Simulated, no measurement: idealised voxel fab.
This is a process module. Its name is voxel released beams.
Cross-sectional view cut (width: 285 nm; square cell size: 5 nm).
Reading order for cross-sections: top band down to bottom band. Underlying form: a grid of square cells. Band size: one or more rows of cells.
Heights first: top, then bottom, in nm. Then materials, left to right, each with a width in nm. "full width" on a single material: fills the band edge to edge. "air": empty space.
Ref level 0: as-received wafer is one material below here. Bottom band extends down with no lower bound ("0 and below").
Width: "30 to 40" (first number = top row, second number = bottom row, same change from row to row of cells).
You'll sometimes find "nothing changed" written for a step, and that's the way of saying that nowhere in the cross-section did a cell change during that step.
Closed empty spaces (no open way to the top) of 8 cells or more are what "Closed cavity list" lists, each as width x height at distance from the left edge, nm for all three.
Formally, on a step line, whatever follows the settings is a remark that the simulator itself makes on the step.
overlay nm: mask offset rightward from planned place, masked step; negative means leftward offset.

### Steps planned for the process
step 1: RECEIVE: material Si
step 2: CONFORMAL_DEP: material SiN, thk nm 5
step 3: DIRECTIONAL_DEP: material SiO2, thk nm 15
step 4: PATTERN: tone open, mask id ANCHOR, material resist, width nm 35, thk nm 20, overlay nm 0
step 5: DIRECTIONAL_ETCH: etch materials SiO2, depth nm 15
step 6: STRIP: etch materials resist
step 7: CONFORMAL_DEP: material polySi, thk nm 15
step 8: DIRECTIONAL_DEP: material aC, thk nm 15
step 9: PATTERN: tone cover, mask id BEAM, material resist, width nm 100, thk nm 30, overlay nm 0
step 10: DIRECTIONAL_ETCH: etch materials aC, depth nm 15
step 11: STRIP: etch materials resist
step 12: DIRECTIONAL_ETCH: etch materials polySi, depth nm 15
step 13: STRIP: etch materials aC
step 14: STRIP: etch materials SiO2

### First wafer out of two, processed as planned

### Wafer cross-section on receipt, i.e. after step 1
	0 and below  Si full width
	Closed cavity list: none

### After step 2, in cross-section
	5 down to 0  SiN full width
	Note: structure below 0 unchanged.

### After step 3, in cross-section
	20 down to 5  SiO2 full width
	Note: structure below 5 unchanged.

### After step 4, in cross-section
	40 down to 20  95 resist  35 air  155 resist
	Note: structure below 20 unchanged.

### After step 5, in cross-section
	40 down to 20  95 resist  35 air  155 resist
	20 down to 5  95 SiO2  35 air  155 SiO2
	Note: structure below 5 unchanged.

### After step 6, in cross-section
	20 down to 5  95 SiO2  35 air  155 SiO2
	Note: structure below 5 unchanged.

### After step 7, in cross-section
	35 down to 20  110 polySi  5 air  170 polySi
	20 down to 5  95 SiO2  35 polySi  155 SiO2
	Note: structure below 5 unchanged.

### After step 8, in cross-section
	50 down to 35  110 aC  5 air  170 aC
	35 down to 20  110 polySi  5 aC  170 polySi
	Note: structure below 20 unchanged.

### After step 9, in cross-section
	80 down to 50  90 air  100 resist  95 air
	50 down to 35  110 aC  5 resist  170 aC
	Note: structure below 35 unchanged.

### After step 10, in cross-section
	65 down to 50  90 air  100 resist  95 air
	50 down to 35  90 air  20 aC  5 resist  75 aC  95 air
	Note: structure below 35 unchanged.

### After step 11, in cross-section
	50 down to 35  90 air  20 aC  5 air  75 aC  95 air
	Note: structure below 35 unchanged.

### After step 12, in cross-section
	50 down to 35  90 air  20 aC  5 air  75 aC  95 air
	35 down to 20  90 air  20 polySi  5 aC  75 polySi  95 air
	Note: structure below 20 unchanged.

### After step 13, in cross-section
	35 down to 20  90 air  20 polySi  5 air  75 polySi  95 air
	Note: structure below 20 unchanged.

### After step 14, in cross-section
	35 down to 20  90 air  20 polySi  5 air  75 polySi  95 air
	20 down to 5  95 air  35 polySi  155 air
	Note: structure below 5 unchanged.

### Second Wafer (Identical Start and Plan, One Processing Error; Matches First Wafer Through Step 1)

### The second wafer cut through, at the time step 2 was supposed to be finished
	15 down to 0  SiO2 full width
	Note: structure below 0 unchanged.

### The second wafer cut through, at the time step 3 was supposed to be finished
	20 down to 15  SiN full width
	Note: structure below 15 unchanged.

### The second wafer cut through, at the time step 4 was supposed to be finished
	40 down to 20  95 resist  35 air  155 resist
	Note: structure below 20 unchanged.

The second wafer cut through, at the time step 5 was supposed to be finished: nothing changed

### The second wafer cut through, at the time step 6 was supposed to be finished
	20 down to 15  SiN full width
	Note: structure below 15 unchanged.

### The second wafer cut through, at the time step 7 was supposed to be finished
	35 down to 20  polySi full width
	Note: structure below 20 unchanged.

### The second wafer cut through, at the time step 8 was supposed to be finished
	50 down to 35  aC full width
	Note: structure below 35 unchanged.

### The second wafer cut through, at the time step 9 was supposed to be finished
	80 down to 50  90 air  100 resist  95 air
	Note: structure below 50 unchanged.

### The second wafer cut through, at the time step 10 was supposed to be finished
	65 down to 50  90 air  100 resist  95 air
	50 down to 35  90 air  100 aC  95 air
	Note: structure below 35 unchanged.

### The second wafer cut through, at the time step 11 was supposed to be finished
	50 down to 35  90 air  100 aC  95 air
	Note: structure below 35 unchanged.

### The second wafer cut through, at the time step 12 was supposed to be finished
	50 down to 35  90 air  100 aC  95 air
	35 down to 20  90 air  100 polySi  95 air
	Note: structure below 20 unchanged.

### The second wafer cut through, at the time step 13 was supposed to be finished
	35 down to 20  90 air  100 polySi  95 air
	Note: structure below 20 unchanged.

The second wafer cut through, at the time step 14 was supposed to be finished: nothing changed
Misprocessing identified: the intended sequence of steps 2 and 3 was reversed during processing, with each occupying the position of the other
It is noted that, at the conclusion of processing, the second wafer exhibits a higher or lower cell count for certain materials relative to the first: +171 SiO2 | -18 polySi
